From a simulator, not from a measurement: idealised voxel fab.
Title: Process Module voxel quadruple lines
It is cross-section cut that appears here, measuring 215 nm in width, its square cells being 5 nm in size.
This document writes a cross-section as a grid whose cells are square, and gives it as bands, listed from the top down; one or more rows of cells form a band. A band entry consists of two parts. The first gives the height of the band's top and the height of its bottom, in nm. The rest lists the band's materials from left to right, each with its width in nm. A single material labelled with the word "edge to edge" fills the band from edge to edge, and the word "empty" marks empty space. Heights are reckoned from 0. Under this level, the received wafer is all of one material. The bottommost band is open-ended downward, for example "0..down". With a width like "30 to 40", each row of cells in the band differs from the next by the same amount, the top row carrying the first number and the bottom row the second. "all unchanged" after a step means that no cell of the cross-section changed. Closed empty spaces (no open way to the top) of 8 cells or more are what "Unvented internal voids" lists, each as width x height at distance from the left edge, nm for all three. Step line, after settings: the simulator's comment on this step. "overlay nm" answers the question of how far to the right of plan the mask lay on a step that has a mask, and when it is negative the answer is to the left.

## The following list gives the planned process steps
1) RECEIVE,material Si
2) CONFORMAL_DEP,material Al2O3,thk nm 5
3) DIRECTIONAL_DEP,material TiN,thk nm 10
4) DIRECTIONAL_DEP,material polySi,thk nm 15
5) DIRECTIONAL_DEP,material aC,thk nm 20
6) PATTERN,tone cover,mask id MANDREL,material resist,width nm 25,pitch nm 100,thk nm 25,overlay nm 0
7) DIRECTIONAL_ETCH,etch materials aC,depth nm 20
8) STRIP,etch materials resist
9) CONFORMAL_DEP,material SiO2,thk nm 15
10) DIRECTIONAL_ETCH,etch materials SiO2,depth nm 15
11) STRIP,etch materials aC
12) DIRECTIONAL_ETCH,etch materials polySi,depth nm 15
13) STRIP,etch materials SiO2
14) CONFORMAL_DEP,material SiCN,thk nm 10
15) DIRECTIONAL_ETCH,etch materials SiCN,depth nm 10
16) STRIP,etch materials polySi
17) DIRECTIONAL_ETCH,etch materials TiN,depth nm 10
18) STRIP,etch materials SiCN
19) FILL_DEP,material lowk,thk nm 10
20) CMP,height nm 15
Variable across wafers: step 6 width nm (plan value is that of the first wafer; starting state common to all).

## Cross-sectional view of the first of several wafers in the as-received condition, corresponding to the state following step 1
> 0..down  Si edge to edge
> Unvented internal voids: none

## The figure below presents a cross-section of the first of several wafers at the conclusion of the module, following its last step, step 20
> 15..5  20 lowk | 10 TiN | 15 lowk | 10 TiN | 5 lowk | 10 TiN | 15 lowk | 10 TiN | 25 lowk | 10 TiN | 15 lowk | 10 TiN | 5 lowk | 10 TiN | 15 lowk | 10 TiN | 20 lowk
> 5..0  Al2O3 edge to edge
> 0..down  Si edge to edge
> Unvented internal voids: none

## Module end, final wafer: cross-section
> 15..5  10 lowk | 10 TiN | 15 lowk | 10 TiN | 30 lowk | 10 TiN | 15 lowk | 20 TiN | 15 lowk | 10 TiN | 30 lowk | 10 TiN | 15 lowk | 10 TiN | 5 lowk
> 5..0  Al2O3 edge to edge
> 0..down  Si edge to edge
> Unvented internal voids: none

## The rows of the table below are wafers. Looking at the end of the module, a row counts, for every material, the cells the wafer has gained, shown as (+), or lost, shown as (-), since it was received; its closed voids come next
width nm 25, +43 Al2O3, +32 TiN, +54 lowk, Unvented internal voids: none
width nm 30, +43 Al2O3, +32 TiN, +54 lowk, Unvented internal voids: none
width nm 35, +43 Al2O3, +32 TiN, +54 lowk, Unvented internal voids: none
width nm 40, +43 Al2O3, +32 TiN, +54 lowk, Unvented internal voids: none
width nm 45, +43 Al2O3, +32 TiN, +54 lowk, Unvented internal voids: none
width nm 50, +43 Al2O3, +32 TiN, +54 lowk, Unvented internal voids: none
